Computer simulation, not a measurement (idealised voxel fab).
The following is a process module called voxel air gaps.
Section shown: cut. Width: 245 nm. Cell size: 5 nm, square.
Square cells in a grid make up a cross-section in this document, and the grid is given as bands, listed from the top down, each one or more rows of cells.
Look at the band entry: it leads with the top's height and the bottom's height in nm. Then it lists the materials left to right, with a width in nm for each. The word "all across" on a single material says that material fills the band edge to edge. The word "blank" is empty space.
Note: height 0 marks the level under which the wafer is uniformly one material as received. Lowest band unbounded below, written "0 and below".
You'd read "30..40" like this: the band's top row of cells is as wide as the first number, its bottom row is as wide as the second, and going down, every row changes width by the same amount as the row before did.
You'll sometimes find "identical to before" written for a step, and that's the way of saying that nowhere in the cross-section did a cell change during that step.
For the entry "Sealed-off cavities", the listed items are empty spaces with no open way to the top whose size is 8 cells or more; each item follows the pattern width x height at distance, where distance is from the left edge and all three are in nm.
If you see something after the settings on a step's line, that's the simulator's own remark about that step.
You can add "overlay nm" to a step's line. For a step with a mask, it describes how far the mask lay to the right of its planned position, and a negative number describes a lay to the left.

[Set out below are the planned steps of the process]
step 1: RECEIVE,material Si
step 2: CONFORMAL_DEP,material SiO2,thk nm 10
step 3: CONFORMAL_DEP,material SiN,thk nm 5
step 4: DIRECTIONAL_DEP,material lowk,thk nm 35
step 5: DIRECTIONAL_DEP,material aC,thk nm 10
step 6: PATTERN,tone open,mask id LINES,material resist,width nm 20,pitch nm 50,thk nm 25,overlay nm 0
step 7: DIRECTIONAL_ETCH,etch materials aC,depth nm 10
step 8: STRIP,etch materials resist
step 9: DIRECTIONAL_ETCH,etch materials lowk,depth nm 35
step 10: STRIP,etch materials aC
step 11: CONFORMAL_DEP,material TiN,thk nm 5
step 12: FILL_DEP,material Ru,thk nm 5
step 13: CMP,height nm 50
step 14: EPI,material Ru,thk nm 10
step 15: SELECTIVE_ETCH,etch materials lowk,depth nm 45
step 16: CONFORMAL_DEP,material SiCN,thk nm 5

[Wafer at receipt (post step 1), cross-section]
    0 and below | Si all across
    Sealed-off cavities: none

[Below is the wafer in cross-section after the module was completed. It began from the starting point shown above and followed the plan shown above, except that one mistake was made while running it]
    75 down to 70 | blank=35, SiCN=170, blank=40
    70 down to 50 | blank=35, SiCN=5, Ru=160, SiCN=5, blank=40
    50 down to 45 | blank=35, SiCN=25, TiN=5, Ru=10, TiN=5, lowk=30, TiN=5, Ru=10, TiN=5, lowk=30, TiN=5, Ru=10, TiN=5, SiCN=25, blank=40
    45 down to 20 | blank=55, SiCN=5, TiN=5, Ru=10, TiN=5, lowk=30, TiN=5, Ru=10, TiN=5, lowk=30, TiN=5, Ru=10, TiN=5, SiCN=5, blank=60
    20 down to 15 | SiCN=60, TiN=20, lowk=30, TiN=20, lowk=30, TiN=20, SiCN=65
    15 down to 10 | SiN all across
    10 down to 0 | SiO2 all across
    0 and below | Si all across
    Sealed-off cavities: none
what went wrong: the plan had its step 14 run twice
